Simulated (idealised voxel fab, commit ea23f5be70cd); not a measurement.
The following process module bears the name voxel wiring stack.
cross-section cut | 155 nm wide | cells 5 nm
Just so we're on the same page, the cross-sections are grids of square cells, and they're listed out in bands top to bottom, each band one or more rows deep. Top height, bottom height, nm. Materials left to right, width each, nm. Single material + "full width" = fills band edge to edge. "blank" = empty. The level at which height equals 0 is the one under which the wafer, as it arrives, is entirely one material. No lower edge exists for the bottom band, which continues downward and is notated as in "top 0, no bottom". A width given as "30 to 40" starts at the first number in the band's top row and ends at the second number in its bottom row, shifting by an equal amount at every step from row to row. Step note "nothing got changed" = no cross-section cell changed. Look at "Enclosed cavities" for the closed voids: empty spaces with no open path to the top, sized 8 cells or up. Each is width x height at distance, distance from the left edge, all nm. Whatever follows a step's settings on its line is a remark the simulator itself makes about that step. overlay nm: how far to the right of its planned place the mask lay on this masked step (negative: to the left).

## List of planned process steps
1: RECEIVE (material Si)
2: CONFORMAL_DEP (material SiO2; thk nm 10)
3: DIRECTIONAL_DEP (material TiN; thk nm 5)
4: DIRECTIONAL_DEP (material Ru; thk nm 25)
5: DIRECTIONAL_DEP (material aC; thk nm 15)
6: PATTERN (tone cover; mask id METAL_1; material resist; width nm 20; pitch nm 50; thk nm 35; overlay nm 0)
7: DIRECTIONAL_ETCH (etch materials aC; depth nm 15)
8: STRIP (etch materials resist)
9: DIRECTIONAL_ETCH (etch materials Ru; depth nm 25)
10: DIRECTIONAL_ETCH (etch materials TiN; depth nm 5)
11: STRIP (etch materials aC)
12: CONFORMAL_DEP (material SiCN; thk nm 5)
13: FILL_DEP (material SiO2; thk nm 10)
14: CMP (height nm 40)
15: CONFORMAL_DEP (material SiCN; thk nm 5)
16: DIRECTIONAL_DEP (material SiO2; thk nm 30)
17: MASKED_ETCH (tone open; mask id METAL_2; width nm 20; pitch nm 50; etch materials SiO2; depth nm 20; overlay nm 0)
18: PATTERN (tone open; mask id METAL_2_HOLES; material resist; width nm 15; pitch nm 100; thk nm 20; overlay nm 0)
19: DIRECTIONAL_ETCH (etch materials SiO2; depth nm 10)
20: DIRECTIONAL_ETCH (etch materials SiCN; depth nm 5)
21: STRIP (etch materials resist)
22: CONFORMAL_DEP (material TiN; thk nm 5)
23: FILL_DEP (material Cu; thk nm 10)
24: CMP (height nm 75)
25: CONFORMAL_DEP (material SiCN; thk nm 5)

## Wafer cross-section on receipt, i.e. after step 1
top 0, no bottom = Si full width
Enclosed cavities: none

## Wafer at module end, in section. Began as above, planned as above, run with one mistake
top 80, bottom 75 = SiCN full width
top 75, bottom 45 = SiO2 full width
top 45, bottom 40 = SiCN full width
top 40, bottom 15 = SiO2=10; SiCN=5; Ru=20; SiCN=5; SiO2=20; SiCN=5; Ru=20; SiCN=5; SiO2=20; SiCN=5; Ru=20; SiCN=5; SiO2=15
top 15, bottom 10 = SiCN=15; TiN=20; SiCN=30; TiN=20; SiCN=30; TiN=20; SiCN=20
top 10, bottom 0 = SiO2 full width
top 0, no bottom = Si full width
Enclosed cavities: none
Processing error: in the plan, step 16 was performed twice
